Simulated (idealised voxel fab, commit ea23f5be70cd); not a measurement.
This is a process module. Its name is voxel tone inversion.
This is section cut - it's 295 nm across, gridded in 5 nm square cells.
This document writes a cross-section as a grid whose cells are square, and gives it as bands, listed from the top down; one or more rows of cells form a band. A band entry consists of two parts. The first gives the height of the band's top and the height of its bottom, in nm. The rest lists the band's materials from left to right, each with its width in nm. A single material labelled with the word "full width" fills the band from edge to edge, and the word "air" marks empty space. Heights are reckoned from 0. Under this level, the received wafer is all of one material. The bottommost band is open-ended downward, for example "z 0 and below". The two numbers in a width such as "30 to 40" mark its ends across the band: the first belongs to the top row of cells, the second to the bottom row, and from each row to the next the width moves by the same amount. Key: "everything unchanged" - step with no changed cell in the cross-section. Entry "Voids, fully enclosed". Content: empty spaces with no open connection to the top, size 8 cells or greater. Each: width x height at distance. Distance: from left edge. Unit: nm. Step line, after settings: the simulator's comment on this step. overlay nm: where the mask lay relative to plan, measured to the right, on steps with a mask; negatives go left.
BELOW IS THE LIST OF PLANNED PROCESS STEPS
1) RECEIVE: material Si
2) CONFORMAL_DEP: material SiCN, thk nm 5
3) DIRECTIONAL_DEP: material aC, thk nm 25
4) PATTERN: tone cover, mask id POSTS, material resist, width nm 25, pitch nm 40, thk nm 35, overlay nm 0
5) DIRECTIONAL_ETCH: etch materials aC, depth nm 25
6) STRIP: etch materials resist
7) FILL_DEP: material lowk, thk nm 5
8) CMP: height nm 30
9) STRIP: etch materials aC
Variable across wafers: step 2 thk nm (plan value is that of the first wafer; starting state common to all).
INCOMING STATE OF THE FIRST OF SEVERAL WAFERS IN CROSS-SECTION: AFTER STEP 1
* z 0 and below  Si full width
* Voids, fully enclosed: none
POST STEP 9, THE CLOSING STEP OF THE MODULE: FIRST OF SEVERAL WAFERS, CROSS-SECTIONED
* z 30 to 5  lowk: 75, air: 25, lowk: 15, air: 25, lowk: 15, air: 25, lowk: 15, air: 25, lowk: 75
* z 5 to 0  SiCN full width
* z 0 and below  Si full width
* Voids, fully enclosed: none
SHOWING THE LAST WAFER IN CROSS-SECTION AT THE END OF THE MODULE
* z 30 to 20  lowk: 75, air: 25, lowk: 15, air: 25, lowk: 15, air: 25, lowk: 15, air: 25, lowk: 75
* z 20 to 0  SiCN full width
* z 0 and below  Si full width
* Voids, fully enclosed: none
PER-WAFER ROWS BELOW. FOR EACH MATERIAL: CELLS GAINED (+) OR LOST (-) SINCE THE WAFER WAS RECEIVED, AS OF END OF MODULE. THEN: CLOSED VOIDS
thk nm 5, +59 SiCN, +195 lowk, Voids, fully enclosed: none
thk nm 10, +118 SiCN, +156 lowk, Voids, fully enclosed: none
thk nm 15, +177 SiCN, +117 lowk, Voids, fully enclosed: none
thk nm 20, +236 SiCN, +78 lowk, Voids, fully enclosed: none
